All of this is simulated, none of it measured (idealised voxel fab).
Herein follows the process module entitled voxel lift off.
Shown is cross-section cut, with a width of 275 nm and square cells of size 5 nm.
Format of a cross-section: grid, square cells. Given as bands. Order: top down. Band: one or more rows of cells.
In this notation a band is specified by the heights of its top and bottom, in that order and in nm, after which its materials appear from left to right, each paired with its width in nm. The word "full width" attached to a single material means that material fills the band from edge to edge; the word "empty" stands for empty space.
Heights are reckoned from 0. Under this level, the received wafer is all of one material. The bottommost band is open-ended downward, for example "z 0 and below".
It should be noted that a width expressed as "30..40" varies in equal increments from row to row of cells within the band, taking the value of the first number at the top row and that of the second number at the bottom row.
It should be understood that the words "no change", when stated for a given step, signify that the cross-section underwent no change in any of its cells during that step.
"Unvented internal voids" lists enclosed empty spaces (at least 8 cells, no open path upward to the top), each as width x height at distance from the left edge, in nm.
Formally, on a step line, whatever follows the settings is a remark that the simulator itself makes on the step.
"overlay nm" answers the question of how far to the right of plan the mask lay on a step that has a mask, and when it is negative the answer is to the left.

-- Steps planned for the process
1: RECEIVE with material Si
2: CONFORMAL_DEP with material Al2O3, thk nm 5
3: PATTERN with tone open, mask id LINES, material resist, width nm 25, pitch nm 45, thk nm 25, overlay nm 0
4: DIRECTIONAL_DEP with material Ru, thk nm 10
5: STRIP with etch materials resist
6: CONFORMAL_DEP with material SiCN, thk nm 10

-- Wafer cross-section on receipt, i.e. after step 1
z 0 and below: Si full width
Unvented internal voids: none

-- Below is the wafer in cross-section after the module was completed. It began from the starting point shown above and followed the plan shown above, except that one mistake was made while running it
z 25 to 15: empty=80, SiCN=135, empty=60
z 15 to 5: SiCN=90, Ru=25, SiCN=20, Ru=25, SiCN=20, Ru=25, SiCN=70
z 5 to 0: Al2O3 full width
z 0 and below: Si full width
Unvented internal voids: none
what went wrong: step 3 ran with different settings than intended, the actual operation and settings being PATTERN with tone open, mask id LINES, material resist, width nm 25, pitch nm 45, thk nm 25, overlay nm 10
